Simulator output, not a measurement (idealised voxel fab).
Process module in this document: voxel spacer lines
Pictured: cross-section cut, 225 nm wide, on a grid of 5 nm square cells.
We lay out every cross-section as a grid of square cells and spell it out in bands from the top down, where one band means one or more rows of cells. Heads up on the band format: heights come first, top then bottom, in nm. After that it's the materials left to right, each with its width in nm. A single material flagged "edge to edge" fills the whole band edge to edge, and "air" means there's empty space there. Convention: height 0 is the level below which the wafer, as received, is all one material. The lowest band does not terminate at the bottom but continues downward, represented as "0 and below". The notation "30->40" denotes a width that varies across the rows of cells in the band, beginning at the first number in the top row, finishing at the second number in the bottom row, and changing by an identical amount from each row to the next. For the purposes of this document, the phrase "nothing different" attached to a step denotes that no cell within the cross-section was modified by that step. Closed void listing: empty space of 8 cells or more with no open way to the top, each as width x height at its distance from the left edge, in nm. What comes after the settings on a step's line is commentary from the simulator itself on that step. "overlay nm" on a masked step: distance the mask lay right of its planned place, negative for left.
**Planned step list for the process**
1. RECEIVE | material Si
2. CONFORMAL_DEP | material Al2O3 | thk nm 10
3. DIRECTIONAL_DEP | material TiN | thk nm 10
4. DIRECTIONAL_DEP | material polySi | thk nm 30
5. PATTERN | tone cover | mask id MANDREL | material resist | width nm 25 | pitch nm 70 | thk nm 40 | overlay nm 0
6. DIRECTIONAL_ETCH | etch materials polySi | depth nm 30
7. STRIP | etch materials resist
8. CONFORMAL_DEP | material SiO2 | thk nm 10
9. DIRECTIONAL_ETCH | etch materials SiO2 | depth nm 10
10. STRIP | etch materials polySi
11. DIRECTIONAL_ETCH | etch materials TiN | depth nm 10
12. STRIP | etch materials SiO2
**On the first of the two wafers: run conducted according to plan**
**Shown in cross-section is the wafer as received, that is, as it stands after step 1**
- 0 and below = Si edge to edge
- Closed void listing: none
**After step 2: wafer cross-section**
- 10 down to 0 = Al2O3 edge to edge
- Under 0: no change, same as before.
**After step 3: wafer cross-section**
- 20 down to 10 = TiN edge to edge
- Under 10: no change, same as before.
**After step 4: wafer cross-section**
- 50 down to 20 = polySi edge to edge
- Under 20: no change, same as before.
**After step 5: wafer cross-section**
- 90 down to 50 = air (30)  resist (25)  air (45)  resist (25)  air (45)  resist (25)  air (30)
- Under 50: no change, same as before.
**After step 6: wafer cross-section**
- 90 down to 50 = air (30)  resist (25)  air (45)  resist (25)  air (45)  resist (25)  air (30)
- 50 down to 20 = air (30)  polySi (25)  air (45)  polySi (25)  air (45)  polySi (25)  air (30)
- Under 20: no change, same as before.
**After step 7: wafer cross-section**
- 50 down to 20 = air (30)  polySi (25)  air (45)  polySi (25)  air (45)  polySi (25)  air (30)
- Under 20: no change, same as before.
**After step 8: wafer cross-section**
- 60 down to 50 = air (20)  SiO2 (45)  air (25)  SiO2 (45)  air (25)  SiO2 (45)  air (20)
- 50 down to 30 = air (20)  SiO2 (10)  polySi (25)  SiO2 (10)  air (25)  SiO2 (10)  polySi (25)  SiO2 (10)  air (25)  SiO2 (10)  polySi (25)  SiO2 (10)  air (20)
- 30 down to 20 = SiO2 (30)  polySi (25)  SiO2 (45)  polySi (25)  SiO2 (45)  polySi (25)  SiO2 (30)
- Under 20: no change, same as before.
**After step 9: wafer cross-section**
- 50 down to 20 = air (20)  SiO2 (10)  polySi (25)  SiO2 (10)  air (25)  SiO2 (10)  polySi (25)  SiO2 (10)  air (25)  SiO2 (10)  polySi (25)  SiO2 (10)  air (20)
- Under 20: no change, same as before.
**After step 10: wafer cross-section**
- 50 down to 20 = air (20)  SiO2 (10)  air (25)  SiO2 (10)  air (25)  SiO2 (10)  air (25)  SiO2 (10)  air (25)  SiO2 (10)  air (25)  SiO2 (10)  air (20)
- Under 20: no change, same as before.
**After step 11: wafer cross-section**
- 50 down to 20 = air (20)  SiO2 (10)  air (25)  SiO2 (10)  air (25)  SiO2 (10)  air (25)  SiO2 (10)  air (25)  SiO2 (10)  air (25)  SiO2 (10)  air (20)
- 20 down to 10 = air (20)  TiN (10)  air (25)  TiN (10)  air (25)  TiN (10)  air (25)  TiN (10)  air (25)  TiN (10)  air (25)  TiN (10)  air (20)
- Under 10: no change, same as before.
**After step 12: wafer cross-section**
- 20 down to 10 = air (20)  TiN (10)  air (25)  TiN (10)  air (25)  TiN (10)  air (25)  TiN (10)  air (25)  TiN (10)  air (25)  TiN (10)  air (20)
- Under 10: no change, same as before.
**Now the other wafer: same start, same recipe, but we messed up one thing when running it. Up to and including step 9 it's the same as the first one**
**Second wafer, sectioned view, at step 10's planned end time**
- 50 down to 20 = air (20)  SiO2 (10)  air (25)  SiO2 (10)  air (25)  SiO2 (10)  air (25)  SiO2 (10)  air (25)  SiO2 (10)  air (25)  SiO2 (10)  air (20)
- Under 20: no change, same as before.
**Second wafer, sectioned view, at step 11's planned end time**
- 50 down to 20 = air (20)  SiO2 (10)  air (25)  SiO2 (10)  air (25)  SiO2 (10)  air (25)  SiO2 (10)  air (25)  SiO2 (10)  air (25)  SiO2 (10)  air (20)
- 20 down to 10 = air (20)  TiN (10)  air (25)  TiN (10)  air (25)  TiN (10)  air (25)  TiN (10)  air (25)  TiN (10)  air (25)  TiN (10)  air (20)
- Under 10: no change, same as before.
**Second wafer, sectioned view, at step 12's planned end time**
- 20 down to 10 = air (20)  TiN (10)  air (25)  TiN (10)  air (25)  TiN (10)  air (25)  TiN (10)  air (25)  TiN (10)  air (25)  TiN (10)  air (20)
- Under 10: no change, same as before.
Plan not followed: plan step 10 was conducted twice
Result: same final cross-section on the two wafers, so no effect from the mistake in this model.
